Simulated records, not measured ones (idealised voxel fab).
Process module in this document: voxel released beams
cross-section cut | 205 nm wide | cells 5 nm
Each cross-section below is a grid of square cells, stated as bands in top-down order, with one or more rows of cells making up each band.
Band: top and bottom heights (nm) first, top before bottom; then materials from left to right, widths in nm. "full width" marks a sole material filling the band edge to edge. "empty" denotes empty space.
Height reference: 0 = level under which incoming wafer is all one material. Lowest band: no bottom, runs on downward, e.g. "z 0 and below".
So if you see something like "30..40" for the width, read it as the top row of the band sitting at the first number and the bottom row at the second, with every row in between moving by the same amount as the last.
Given "remains unaltered" for a step, no cell of the cross-section differs between before and after that step.
"Non-vented voids": empty spaces of 8 cells or more with no open way to the top, each given as width x height at distance, distance from the left edge, all in nm.
Past the settings on a step's line: simulator remark, on that step.
The optional step-line setting "overlay nm" applies to steps with a mask and quantifies how far to the right of its planned location the mask lay, a negative value indicating leftward placement.

Below is the list of planned process steps:
- 1: RECEIVE [material Si]
- 2: CONFORMAL_DEP [material SiN] [thk nm 5]
- 3: DIRECTIONAL_DEP [material SiO2] [thk nm 20]
- 4: MASKED_ETCH [tone open] [mask id ANCHOR] [width nm 25] [etch materials SiO2] [depth nm 20] [overlay nm 0]
- 5: CONFORMAL_DEP [material polySi] [thk nm 10]
- 6: PATTERN [tone cover] [mask id BEAM] [material resist] [width nm 70] [thk nm 20] [overlay nm 0]
- 7: DIRECTIONAL_ETCH [etch materials polySi] [depth nm 10]
- 8: STRIP [etch materials resist]
- 9: STRIP [etch materials SiO2]
The wafers are alike at the start. At step 6, their width nm differs. The plan lists the first wafer's value.

The first of several wafers as received, shown in cross-section; this is its state after step 1:
    z 0 and below  Si full width
    Non-vented voids: none

Tabulated below, wafer by wafer, are the end-of-module results: for each material, the number of cells gained (+) or lost (-) relative to the as-received state, followed by the closed voids:
width nm 70 | +41 SiN | +44 polySi | Non-vented voids: none
width nm 75 | +41 SiN | +46 polySi | Non-vented voids: none
width nm 80 | +41 SiN | +48 polySi | Non-vented voids: none
width nm 85 | +41 SiN | +50 polySi | Non-vented voids: none
width nm 90 | +41 SiN | +52 polySi | Non-vented voids: none
width nm 95 | +41 SiN | +54 polySi | Non-vented voids: none
